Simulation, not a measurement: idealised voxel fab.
Name of the process module below: voxel capacitor over wiring
In the cross-section labelled cut, the width is 265 nm and each square cell is 5 nm.
Reading order for cross-sections: top band down to bottom band. Underlying form: a grid of square cells. Band size: one or more rows of cells.
Quick guide to a band line: top height, bottom height (nm) up front; then every material left to right with its width in nm. Only one material and it's marked "all across"? Then it fills the band edge to edge. And "empty" just means empty space.
Height datum 0, below which the as-received substrate wafer is one material. Lowest band open at the bottom, running downward: "z 0 and below".
Note: "30 to 40" means the width goes from the first number (top row of the band) to the second number (bottom row) in equal steps per row of cells.
For the purposes of this document, the phrase "changes: none" attached to a step denotes that no cell within the cross-section was modified by that step.
Voids, sealed: empty space of 8 cells or more with no open way to the top, each as width x height at its distance from the left edge, in nm
after a step's settings: what the simulator itself notes on the step
Regarding "overlay nm": on a step with a mask, it is the distance the mask lay to the right of its planned place; a negative value places it to the left.
[plan]
1: RECEIVE | material Si
2: CONFORMAL_DEP | material SiO2 | thk nm 15
3: CONFORMAL_DEP | material SiN | thk nm 5
4: DIRECTIONAL_DEP | material SiO2 | thk nm 25
5: MASKED_ETCH | tone open | mask id METAL_1 | width nm 30 | pitch nm 90 | etch materials SiO2 | depth nm 25 | overlay nm 0
6: MASKED_ETCH | tone open | mask id METAL_1 | width nm 30 | pitch nm 90 | etch materials SiN | depth nm 5 | overlay nm 0
7: CONFORMAL_DEP | material TiN | thk nm 5
8: FILL_DEP | material Cu | thk nm 10
9: CMP | height nm 45
10: CONFORMAL_DEP | material SiCN | thk nm 5
11: DIRECTIONAL_DEP | material SiO2 | thk nm 15
12: PATTERN | tone open | mask id PLUG_1 | material resist | width nm 15 | thk nm 15 | overlay nm 0
13: DIRECTIONAL_ETCH | etch materials SiO2 | depth nm 15
14: DIRECTIONAL_ETCH | etch materials SiCN | depth nm 5
15: STRIP | etch materials resist
16: EPI | material Ru | thk nm 10
17: EPI | material Ru | thk nm 10
18: DIRECTIONAL_DEP | material TiN | thk nm 5
19: DIRECTIONAL_DEP | material HfO2 | thk nm 5
20: DIRECTIONAL_DEP | material TiN | thk nm 10
21: PATTERN | tone cover | mask id UPPER_PLATE | material resist | width nm 65 | thk nm 15 | overlay nm 0
22: DIRECTIONAL_ETCH | etch materials TiN | depth nm 10
23: DIRECTIONAL_ETCH | etch materials HfO2 | depth nm 5
24: STRIP | etch materials resist
25: PATTERN | tone cover | mask id LOWER_PLATE | material resist | width nm 75 | thk nm 15 | overlay nm 0
26: DIRECTIONAL_ETCH | etch materials TiN | depth nm 5
27: STRIP | etch materials resist
28: FILL_DEP | material SiO2 | thk nm 15
29: CMP | height nm 95
30: PATTERN | tone open | mask id PLUG_2 | material resist | width nm 15 | thk nm 20 | overlay nm 0
31: DIRECTIONAL_ETCH | etch materials SiO2 | depth nm 10
32: STRIP | etch materials resist
33: CONFORMAL_DEP | material TiN | thk nm 5
34: FILL_DEP | material Cu | thk nm 10
35: CMP | height nm 95
36: CONFORMAL_DEP | material SiN | thk nm 5
[As-received state of the wafer in cross-section, equivalent to post-step 1]
    z 0 and below | Si all across
    Voids, sealed: none
[Result of the module, cross-sectioned: start per above, plan per above, one error in how it was run]
    z 100 to 95 | SiN all across
    z 95 to 90 | 95 nm SiO2; 5 nm TiN; 5 nm Cu; 5 nm TiN; 155 nm SiO2
    z 90 to 85 | 95 nm SiO2; 15 nm TiN; 155 nm SiO2
    z 85 to 75 | 85 nm SiO2; 65 nm TiN; 115 nm SiO2
    z 75 to 70 | 85 nm SiO2; 65 nm HfO2; 115 nm SiO2
    z 70 to 65 | 80 nm SiO2; 75 nm TiN; 110 nm SiO2
    z 65 to 50 | 85 nm SiO2; 15 nm Ru; 165 nm SiO2
    z 50 to 45 | 85 nm SiCN; 15 nm Ru; 165 nm SiCN
    z 45 to 25 | 70 nm SiO2; 5 nm TiN; 20 nm Cu; 5 nm TiN; 60 nm SiO2; 5 nm TiN; 20 nm Cu; 5 nm TiN; 75 nm SiO2
    z 25 to 20 | 70 nm SiO2; 10 nm TiN; 10 nm Cu; 10 nm TiN; 60 nm SiO2; 10 nm TiN; 10 nm Cu; 10 nm TiN; 75 nm SiO2
    z 20 to 15 | 75 nm SiN; 20 nm TiN; 70 nm SiN; 20 nm TiN; 80 nm SiN
    z 15 to 0 | SiO2 all across
    z 0 and below | Si all across
    Voids, sealed: none
What broke from the plan during processing? step 6 went in with a setting other than planned; the actual run was MASKED_ETCH | tone open | mask id METAL_1 | width nm 20 | pitch nm 90 | etch materials SiN | depth nm 5 | overlay nm 0
